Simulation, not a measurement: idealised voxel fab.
process module | voxel gate over fins
cross-section cut | 290 nm wide | cells 5 nm
A cross-section is a grid of square cells, given in bands from the top down. A band is one or more rows of cells.
Each band's line starts with the height of the band's top and of its bottom, in nm. Then come its materials from left to right, each with its width in nm. One material with "throughout" fills the band from edge to edge. "air" is empty space.
Height 0 is the level under which the wafer as received is all one material. The lowest band goes on downwards, as in "0 down".
A width such as "30 to 40" changes by the same amount from each row of cells to the next, from the band's top row to its bottom row.
"no change" after a step means that no cell of the cross-section changed.
closed voids: empty space of 8 cells or more with no open way to the top, each as width x height at its distance from the left edge, in nm
after a step's settings: what the simulator itself notes on the step
overlay nm, on a step with a mask: how far to the right of its planned place the mask lay; to the left if negative
plan
1 op RECEIVE | material Si
2 op CONFORMAL_DEP | material SiN | thk nm 10
3 op DIRECTIONAL_DEP | material aC | thk nm 10
4 op PATTERN | tone cover | mask id FINS | material resist | width nm 15 | pitch nm 45 | thk nm 30 | overlay nm 0
5 op DIRECTIONAL_ETCH | etch materials aC | depth nm 10
6 op STRIP | etch materials resist
7 op DIRECTIONAL_ETCH | etch materials SiN | depth nm 10
8 op DIRECTIONAL_ETCH | etch materials Si | depth nm 40
9 op STRIP | etch materials aC
10 op OXIDIZE | depth nm 5
11 op FILL_DEP | material SiO2 | thk nm 5
12 op CMP | height nm 10
13 op SELECTIVE_ETCH | etch materials SiO2 | depth nm 25
14 op STRIP | etch materials SiN
15 op CONFORMAL_DEP | material HfO2 | thk nm 5
16 op CONFORMAL_DEP | material TiN | thk nm 5
17 op CONFORMAL_DEP | material TiAl | thk nm 5
18 op CONFORMAL_DEP | material TiN | thk nm 5
19 op FILL_DEP | material W | thk nm 10
20 op CMP | height nm 25
21 op CONFORMAL_DEP | material SiN | thk nm 5
as received, after step 1
  0 down: Si throughout
  closed voids: none
a wafer at the end: this start, this plan, one mistake
  30 to 25: SiN throughout
  25 to 20: W throughout
  20 to 15: TiN throughout
  15 to 10: TiAl throughout
  10 to 5: TiN 95 | TiAl 5 | TiN 40 | TiAl 5 | TiN 40 | TiAl 5 | TiN 100
  5 to 0: HfO2 90 | TiN 5 | TiAl 5 | TiN 5 | HfO2 30 | TiN 5 | TiAl 5 | TiN 5 | HfO2 30 | TiN 5 | TiAl 5 | TiN 5 | HfO2 95
  0 to -5: Si 85 | HfO2 5 | TiN 5 | TiAl 5 | TiN 5 | HfO2 5 | Si 20 | HfO2 5 | TiN 5 | TiAl 5 | TiN 5 | HfO2 5 | Si 20 | HfO2 5 | TiN 5 | TiAl 5 | TiN 5 | HfO2 5 | Si 90
  -5 to -10: Si 85 | HfO2 5 | TiN 15 | HfO2 5 | Si 20 | HfO2 5 | TiN 15 | HfO2 5 | Si 20 | HfO2 5 | TiN 15 | HfO2 5 | Si 90
  -10 to -15: Si 85 | HfO2 25 | Si 20 | HfO2 25 | Si 20 | HfO2 25 | Si 90
  -15 to -45: Si 85 | SiO2 25 | Si 20 | SiO2 25 | Si 20 | SiO2 25 | Si 90
  -45 down: Si throughout
  closed voids: none
what went wrong: step 4 ran as: op PATTERN | tone open | mask id FINS | material resist | width nm 15 | pitch nm 45 | thk nm 30 | overlay nm 0
